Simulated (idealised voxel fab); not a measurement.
The process module that follows is named voxel self aligned contacts.
In the cross-section labelled cut, the width is 240 nm and each square cell is 5 nm.
This document writes a cross-section as a grid whose cells are square, and gives it as bands, listed from the top down; one or more rows of cells form a band. Heights first: top, then bottom, in nm. Then materials, left to right, each with a width in nm. "full width" on a single material: fills the band edge to edge. "air": empty space. Height reference: 0 = level under which incoming wafer is all one material. Lowest band: no bottom, runs on downward, e.g. "z 0 and below". With a width like "30 to 40", each row of cells in the band differs from the next by the same amount, the top row carrying the first number and the bottom row the second. Any step labelled "remained the same" changed none of the cells in the cross-section. Enclosed voids (no open way to top), threshold 8 cells or more, entry "Completely enclosed voids", notation width x height at distance, distance from left edge, nm. What comes after the settings on a step's line is commentary from the simulator itself on that step. The "overlay nm" setting may appear on a step's line; for a step that uses a mask, it gives how far to the right of its planned position the mask lay, and a negative value indicates the left.

Planned step list for the process:
1 RECEIVE, material Si
2 CONFORMAL_DEP, material SiO2, thk nm 5
3 DIRECTIONAL_DEP, material polySi, thk nm 20
4 DIRECTIONAL_DEP, material SiN, thk nm 20
5 MASKED_ETCH, tone cover, mask id GATE, width nm 25, pitch nm 65, etch materials SiN, depth nm 20, overlay nm 0
6 MASKED_ETCH, tone cover, mask id GATE, width nm 25, pitch nm 65, etch materials polySi, depth nm 20, overlay nm 0
7 CONFORMAL_DEP, material SiN, thk nm 10
8 DIRECTIONAL_ETCH, etch materials SiN, depth nm 10
9 FILL_DEP, material SiO2, thk nm 10
10 CMP, height nm 50
11 DIRECTIONAL_DEP, material aC, thk nm 15
12 PATTERN, tone open, mask id CONTACT, material resist, width nm 50, pitch nm 65, thk nm 30, overlay nm 0
13 DIRECTIONAL_ETCH, etch materials aC, depth nm 15
14 STRIP, etch materials resist
15 DIRECTIONAL_ETCH, etch materials SiO2, depth nm 50
16 STRIP, etch materials aC
17 CONFORMAL_DEP, material TiN, thk nm 5
18 FILL_DEP, material Ru, thk nm 10
19 CMP, height nm 50
20 CONFORMAL_DEP, material SiN, thk nm 5

Below: the first of two wafers, run as planned:

Cross-section of the incoming wafer, state after step 1:
z 0 and below | Si full width
Completely enclosed voids: none

Upon completion of step 2, the wafer appears in cross-section as shown:
z 5 to 0 | SiO2 full width
below 0: unchanged

Upon completion of step 3, the wafer appears in cross-section as shown:
z 25 to 5 | polySi full width
below 5: unchanged

Upon completion of step 4, the wafer appears in cross-section as shown:
z 45 to 25 | SiN full width
below 25: unchanged

Upon completion of step 5, the wafer appears in cross-section as shown:
z 45 to 25 | air (40) / SiN (25) / air (40) / SiN (25) / air (40) / SiN (25) / air (45)
below 25: unchanged

Upon completion of step 6, the wafer appears in cross-section as shown:
z 45 to 25 | air (40) / SiN (25) / air (40) / SiN (25) / air (40) / SiN (25) / air (45)
z 25 to 5 | air (40) / polySi (25) / air (40) / polySi (25) / air (40) / polySi (25) / air (45)
below 5: unchanged

Upon completion of step 7, the wafer appears in cross-section as shown:
z 55 to 25 | air (30) / SiN (45) / air (20) / SiN (45) / air (20) / SiN (45) / air (35)
z 25 to 15 | air (30) / SiN (10) / polySi (25) / SiN (10) / air (20) / SiN (10) / polySi (25) / SiN (10) / air (20) / SiN (10) / polySi (25) / SiN (10) / air (35)
z 15 to 5 | SiN (40) / polySi (25) / SiN (40) / polySi (25) / SiN (40) / polySi (25) / SiN (45)
below 5: unchanged

Upon completion of step 8, the wafer appears in cross-section as shown:
z 45 to 25 | air (30) / SiN (45) / air (20) / SiN (45) / air (20) / SiN (45) / air (35)
z 25 to 5 | air (30) / SiN (10) / polySi (25) / SiN (10) / air (20) / SiN (10) / polySi (25) / SiN (10) / air (20) / SiN (10) / polySi (25) / SiN (10) / air (35)
below 5: unchanged

Upon completion of step 9, the wafer appears in cross-section as shown:
z 55 to 45 | SiO2 full width
z 45 to 25 | SiO2 (30) / SiN (45) / SiO2 (20) / SiN (45) / SiO2 (20) / SiN (45) / SiO2 (35)
z 25 to 5 | SiO2 (30) / SiN (10) / polySi (25) / SiN (10) / SiO2 (20) / SiN (10) / polySi (25) / SiN (10) / SiO2 (20) / SiN (10) / polySi (25) / SiN (10) / SiO2 (35)
below 5: unchanged

Upon completion of step 10, the wafer appears in cross-section as shown:
z 50 to 45 | SiO2 full width
below 45: unchanged

Upon completion of step 11, the wafer appears in cross-section as shown:
z 65 to 50 | aC full width
below 50: unchanged

Upon completion of step 12, the wafer appears in cross-section as shown:
z 95 to 65 | resist (60) / air (50) / resist (15) / air (50) / resist (65)
below 65: unchanged

Upon completion of step 13, the wafer appears in cross-section as shown:
z 80 to 65 | resist (60) / air (50) / resist (15) / air (50) / resist (65)
z 65 to 50 | aC (60) / air (50) / aC (15) / air (50) / aC (65)
below 50: unchanged

Upon completion of step 14, the wafer appears in cross-section as shown:
z 65 to 50 | aC (60) / air (50) / aC (15) / air (50) / aC (65)
below 50: unchanged

Upon completion of step 15, the wafer appears in cross-section as shown:
z 65 to 50 | aC (60) / air (50) / aC (15) / air (50) / aC (65)
z 50 to 45 | SiO2 (60) / air (50) / SiO2 (15) / air (50) / SiO2 (65)
z 45 to 25 | SiO2 (30) / SiN (45) / air (20) / SiN (45) / air (20) / SiN (45) / SiO2 (35)
z 25 to 5 | SiO2 (30) / SiN (10) / polySi (25) / SiN (10) / air (20) / SiN (10) / polySi (25) / SiN (10) / air (20) / SiN (10) / polySi (25) / SiN (10) / SiO2 (35)
z 5 to 0 | SiO2 (75) / air (20) / SiO2 (45) / air (20) / SiO2 (80)
below 0: unchanged

Upon completion of step 16, the wafer appears in cross-section as shown:
z 50 to 45 | SiO2 (60) / air (50) / SiO2 (15) / air (50) / SiO2 (65)
below 45: unchanged

Upon completion of step 17, the wafer appears in cross-section as shown:
z 55 to 50 | TiN (65) / air (40) / TiN (25) / air (40) / TiN (70)
z 50 to 45 | SiO2 (60) / TiN (20) / air (10) / TiN (20) / SiO2 (15) / TiN (20) / air (10) / TiN (20) / SiO2 (65)
z 45 to 25 | SiO2 (30) / SiN (45) / TiN (5) / air (10) / TiN (5) / SiN (45) / TiN (5) / air (10) / TiN (5) / SiN (45) / SiO2 (35)
z 25 to 5 | SiO2 (30) / SiN (10) / polySi (25) / SiN (10) / TiN (5) / air (10) / TiN (5) / SiN (10) / polySi (25) / SiN (10) / TiN (5) / air (10) / TiN (5) / SiN (10) / polySi (25) / SiN (10) / SiO2 (35)
z 5 to 0 | SiO2 (75) / TiN (20) / SiO2 (45) / TiN (20) / SiO2 (80)
below 0: unchanged

Upon completion of step 18, the wafer appears in cross-section as shown:
z 65 to 55 | Ru full width
z 55 to 50 | TiN (65) / Ru (40) / TiN (25) / Ru (40) / TiN (70)
z 50 to 45 | SiO2 (60) / TiN (20) / Ru (10) / TiN (20) / SiO2 (15) / TiN (20) / Ru (10) / TiN (20) / SiO2 (65)
z 45 to 25 | SiO2 (30) / SiN (45) / TiN (5) / Ru (10) / TiN (5) / SiN (45) / TiN (5) / Ru (10) / TiN (5) / SiN (45) / SiO2 (35)
z 25 to 5 | SiO2 (30) / SiN (10) / polySi (25) / SiN (10) / TiN (5) / Ru (10) / TiN (5) / SiN (10) / polySi (25) / SiN (10) / TiN (5) / Ru (10) / TiN (5) / SiN (10) / polySi (25) / SiN (10) / SiO2 (35)
below 5: unchanged

Upon completion of step 19, the wafer appears in cross-section as shown:
z 50 to 45 | SiO2 (60) / TiN (20) / Ru (10) / TiN (20) / SiO2 (15) / TiN (20) / Ru (10) / TiN (20) / SiO2 (65)
below 45: unchanged

Upon completion of step 20, the wafer appears in cross-section as shown:
z 55 to 50 | SiN full width
below 50: unchanged

Notes, second wafer: start = first wafer's, plan = first wafer's, execution had one mistake; history identical to first through step 4:

Cross-section: second wafer, time at which step 5 was scheduled to end:
z 45 to 35 | air (40) / SiN (25) / air (40) / SiN (25) / air (40) / SiN (25) / air (45)
below 35: unchanged

Cross-section: second wafer, time at which step 6 was scheduled to end: remained the same

Cross-section: second wafer, time at which step 7 was scheduled to end:
z 55 to 45 | air (30) / SiN (45) / air (20) / SiN (45) / air (20) / SiN (45) / air (35)
z 45 to 25 | SiN full width
below 25: unchanged

Cross-section: second wafer, time at which step 8 was scheduled to end:
z 45 to 35 | air (30) / SiN (45) / air (20) / SiN (45) / air (20) / SiN (45) / air (35)
below 35: unchanged

Cross-section: second wafer, time at which step 9 was scheduled to end:
z 55 to 45 | SiO2 full width
z 45 to 35 | SiO2 (30) / SiN (45) / SiO2 (20) / SiN (45) / SiO2 (20) / SiN (45) / SiO2 (35)
below 35: unchanged

Cross-section: second wafer, time at which step 10 was scheduled to end:
z 50 to 45 | SiO2 full width
below 45: unchanged

Cross-section: second wafer, time at which step 11 was scheduled to end:
z 65 to 50 | aC full width
below 50: unchanged

Cross-section: second wafer, time at which step 12 was scheduled to end:
z 95 to 65 | resist (60) / air (50) / resist (15) / air (50) / resist (65)
below 65: unchanged

Cross-section: second wafer, time at which step 13 was scheduled to end:
z 80 to 65 | resist (60) / air (50) / resist (15) / air (50) / resist (65)
z 65 to 50 | aC (60) / air (50) / aC (15) / air (50) / aC (65)
below 50: unchanged

Cross-section: second wafer, time at which step 14 was scheduled to end:
z 65 to 50 | aC (60) / air (50) / aC (15) / air (50) / aC (65)
below 50: unchanged

Cross-section: second wafer, time at which step 15 was scheduled to end:
z 65 to 50 | aC (60) / air (50) / aC (15) / air (50) / aC (65)
z 50 to 45 | SiO2 (60) / air (50) / SiO2 (15) / air (50) / SiO2 (65)
z 45 to 35 | SiO2 (30) / SiN (45) / air (20) / SiN (45) / air (20) / SiN (45) / SiO2 (35)
below 35: unchanged

Cross-section: second wafer, time at which step 16 was scheduled to end:
z 50 to 45 | SiO2 (60) / air (50) / SiO2 (15) / air (50) / SiO2 (65)
below 45: unchanged

Cross-section: second wafer, time at which step 17 was scheduled to end:
z 55 to 50 | TiN (65) / air (40) / TiN (25) / air (40) / TiN (70)
z 50 to 45 | SiO2 (60) / TiN (20) / air (10) / TiN (20) / SiO2 (15) / TiN (20) / air (10) / TiN (20) / SiO2 (65)
z 45 to 40 | SiO2 (30) / SiN (45) / TiN (5) / air (10) / TiN (5) / SiN (45) / TiN (5) / air (10) / TiN (5) / SiN (45) / SiO2 (35)
z 40 to 35 | SiO2 (30) / SiN (45) / TiN (20) / SiN (45) / TiN (20) / SiN (45) / SiO2 (35)
below 35: unchanged

Cross-section: second wafer, time at which step 18 was scheduled to end:
z 65 to 55 | Ru full width
z 55 to 50 | TiN (65) / Ru (40) / TiN (25) / Ru (40) / TiN (70)
z 50 to 45 | SiO2 (60) / TiN (20) / Ru (10) / TiN (20) / SiO2 (15) / TiN (20) / Ru (10) / TiN (20) / SiO2 (65)
z 45 to 40 | SiO2 (30) / SiN (45) / TiN (5) / Ru (10) / TiN (5) / SiN (45) / TiN (5) / Ru (10) / TiN (5) / SiN (45) / SiO2 (35)
below 40: unchanged

Cross-section: second wafer, time at which step 19 was scheduled to end:
z 50 to 45 | SiO2 (60) / TiN (20) / Ru (10) / TiN (20) / SiO2 (15) / TiN (20) / Ru (10) / TiN (20) / SiO2 (65)
below 45: unchanged

Cross-section: second wafer, time at which step 20 was scheduled to end:
z 55 to 50 | SiN full width
below 50: unchanged
The mistake made against the process plan was this: step 5 ran differently from the plan; actual operation with settings: MASKED_ETCH, tone cover, mask id GATE, width nm 25, pitch nm 65, etch materials SiN, depth nm 10, overlay nm 0
The closing comparison, in cells, has the second wafer with more or fewer of some materials than the first: 28 fewer of Ru; 6 fewer of SiN; 70 fewer of SiO2; 28 fewer of TiN; 132 more of polySi
